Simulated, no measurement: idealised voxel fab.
A process module follows: voxel wiring stack.
The cross-section on display is named cut; it measures 225 nm wide, and its cells are 5 nm squares.
A cross-section is a grid of square cells, given in bands from the top down. A band is one or more rows of cells. Per band: top height and bottom height in nm, followed by the left-to-right materials and their widths in nm; "everywhere" marks a single material spanning edge to edge, "blank" marks empty space. Convention: height 0 is the level below which the wafer, as received, is all one material. The lowest band does not terminate at the bottom but continues downward, represented as "0 and below". The width entry "30..40" should be interpreted row by row: the top row of cells in the band takes the first number, the bottom row takes the second number, and the change between adjacent rows is uniform throughout. "no alteration" means the step left every cell of the cross-section as it was. Look at "Sealed internal voids" for the closed voids: empty spaces with no open path to the top, sized 8 cells or up. Each is width x height at distance, distance from the left edge, all nm. The remark found on a step's line after its settings is issued by the simulator itself and pertains to that step. If you see "overlay nm" on a step's line and that step has a mask, it's telling you how far right of where it was planned the mask ended up; a negative number means it went left instead.

# plan
1 RECEIVE,material Si
2 CONFORMAL_DEP,material SiO2,thk nm 10
3 CONFORMAL_DEP,material SiCN,thk nm 5
4 DIRECTIONAL_DEP,material SiO2,thk nm 25
5 MASKED_ETCH,tone open,mask id METAL_1,width nm 25,pitch nm 45,etch materials SiO2,depth nm 25,overlay nm -15
6 MASKED_ETCH,tone open,mask id METAL_1,width nm 25,pitch nm 45,etch materials SiCN,depth nm 5,overlay nm 0
7 CONFORMAL_DEP,material TiN,thk nm 5
8 FILL_DEP,material Ru,thk nm 5
9 CMP,height nm 40
10 CONFORMAL_DEP,material SiCN,thk nm 5
11 DIRECTIONAL_DEP,material lowk,thk nm 30
12 PATTERN,tone open,mask id METAL_2_HOLES,material resist,width nm 15,thk nm 20,overlay nm 0
13 DIRECTIONAL_ETCH,etch materials lowk,depth nm 30
14 STRIP,etch materials resist
15 PATTERN,tone open,mask id METAL_2,material resist,width nm 25,pitch nm 45,thk nm 15,overlay nm 0
16 DIRECTIONAL_ETCH,etch materials lowk,depth nm 15
17 DIRECTIONAL_ETCH,etch materials SiCN,depth nm 5
18 STRIP,etch materials resist
19 CONFORMAL_DEP,material TiN,thk nm 5
20 FILL_DEP,material Cu,thk nm 5
21 CMP,height nm 75
22 CONFORMAL_DEP,material SiCN,thk nm 5
23 DIRECTIONAL_DEP,material SiO2,thk nm 20
24 PATTERN,tone open,mask id PLUG_2,material resist,width nm 15,pitch nm 45,thk nm 20,overlay nm 0
25 DIRECTIONAL_ETCH,etch materials SiO2,depth nm 20
26 DIRECTIONAL_ETCH,etch materials SiCN,depth nm 5
27 STRIP,etch materials resist
28 EPI,material Ru,thk nm 10
29 EPI,material Ru,thk nm 10
30 EPI,material Ru,thk nm 5
31 DIRECTIONAL_DEP,material TiN,thk nm 5
32 DIRECTIONAL_DEP,material Ru,thk nm 20
33 DIRECTIONAL_DEP,material aC,thk nm 15
34 PATTERN,tone cover,mask id METAL_3,material resist,width nm 25,pitch nm 45,thk nm 30,overlay nm 0
35 DIRECTIONAL_ETCH,etch materials aC,depth nm 15
36 STRIP,etch materials resist
37 DIRECTIONAL_ETCH,etch materials Ru,depth nm 20
38 DIRECTIONAL_ETCH,etch materials TiN,depth nm 5
39 STRIP,etch materials aC
40 FILL_DEP,material SiO2,thk nm 10
41 CMP,height nm 125
42 CONFORMAL_DEP,material SiCN,thk nm 5
Quick note for whoever runs this: the wafers start identical, but the overlay nm at step 5 isn't the same across them. The plan just shows what the first wafer had.

# Cut through the first of several wafers as received, post step 1
	0 and below = Si everywhere
	Sealed internal voids: none

# Where each wafer stands at the end of the module, a row apiece: cells of each material gained (+) or lost (-) since it was received, then closed voids
overlay nm -15; +16 Cu; +94 Ru; +167 SiCN; +596 SiO2; +66 TiN; +231 lowk; Sealed internal voids: none
overlay nm -10; +16 Cu; +96 Ru; +165 SiCN; +596 SiO2; +66 TiN; +231 lowk; Sealed internal voids: none
overlay nm -5; +16 Cu; +98 Ru; +163 SiCN; +596 SiO2; +66 TiN; +231 lowk; Sealed internal voids: none
overlay nm 0; +16 Cu; +100 Ru; +161 SiCN; +596 SiO2; +66 TiN; +231 lowk; Sealed internal voids: none
overlay nm 5; +16 Cu; +98 Ru; +163 SiCN; +596 SiO2; +66 TiN; +231 lowk; Sealed internal voids: none
overlay nm 10; +16 Cu; +96 Ru; +165 SiCN; +596 SiO2; +66 TiN; +231 lowk; Sealed internal voids: none
overlay nm 15; +16 Cu; +94 Ru; +167 SiCN; +596 SiO2; +66 TiN; +231 lowk; Sealed internal voids: none
